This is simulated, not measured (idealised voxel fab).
process module | voxel ribs on slabs
cross-section cut | 215 nm wide | cells 5 nm
A cross-section is a grid of square cells, given in bands from the top down. A band is one or more rows of cells.
Each band's line starts with the height of the band's top and of its bottom, in nm. Then come its materials from left to right, each with its width in nm. One material with "throughout" fills the band from edge to edge. "air" is empty space.
Height 0 is the level under which the wafer as received is all one material. The lowest band goes on downwards, as in "0 down".
A width such as "30 to 40" changes by the same amount from each row of cells to the next, from the band's top row to its bottom row.
"no change" after a step means that no cell of the cross-section changed.
closed voids: empty space of 8 cells or more with no open way to the top, each as width x height at its distance from the left edge, in nm
after a step's settings: what the simulator itself notes on the step
overlay nm, on a step with a mask: how far to the right of its planned place the mask lay; to the left if negative
plan
1 op RECEIVE | material Si
2 op DIRECTIONAL_DEP | material SiO2 | thk nm 20
3 op DIRECTIONAL_DEP | material polySi | thk nm 25
4 op PATTERN | tone cover | mask id RIB | material resist | width nm 30 | thk nm 20 | overlay nm 0
5 op DIRECTIONAL_ETCH | etch materials polySi | depth nm 20
6 op STRIP | etch materials resist
7 op MASKED_ETCH | tone cover | mask id SLAB | width nm 70 | etch materials polySi | depth nm 5 | overlay nm 0
8 op FILL_DEP | material SiO2 | thk nm 25
9 op CMP | height nm 65
10 op DIRECTIONAL_DEP | material W | thk nm 10
11 op MASKED_ETCH | tone cover | mask id HEATER | width nm 40 | etch materials W | depth nm 10 | overlay nm -15
12 op CONFORMAL_DEP | material SiO2 | thk nm 10
varied across the wafers: overlay nm of step 11. The plan shows the first wafer's value. All wafers start alike
first wafer as received, after step 1
  0 down: Si throughout
  closed voids: none
each wafer at the end: cells of each material gained (+) or lost (-) since it was received, then its closed voids
overlay nm -15 | +615 SiO2 | +16 W | +38 polySi | closed voids: none
overlay nm -10 | +615 SiO2 | +16 W | +38 polySi | closed voids: none
overlay nm -5 | +615 SiO2 | +16 W | +38 polySi | closed voids: none
overlay nm 0 | +615 SiO2 | +16 W | +38 polySi | closed voids: none
overlay nm 5 | +615 SiO2 | +16 W | +38 polySi | closed voids: none
overlay nm 10 | +615 SiO2 | +16 W | +38 polySi | closed voids: none
overlay nm 15 | +615 SiO2 | +16 W | +38 polySi | closed voids: none
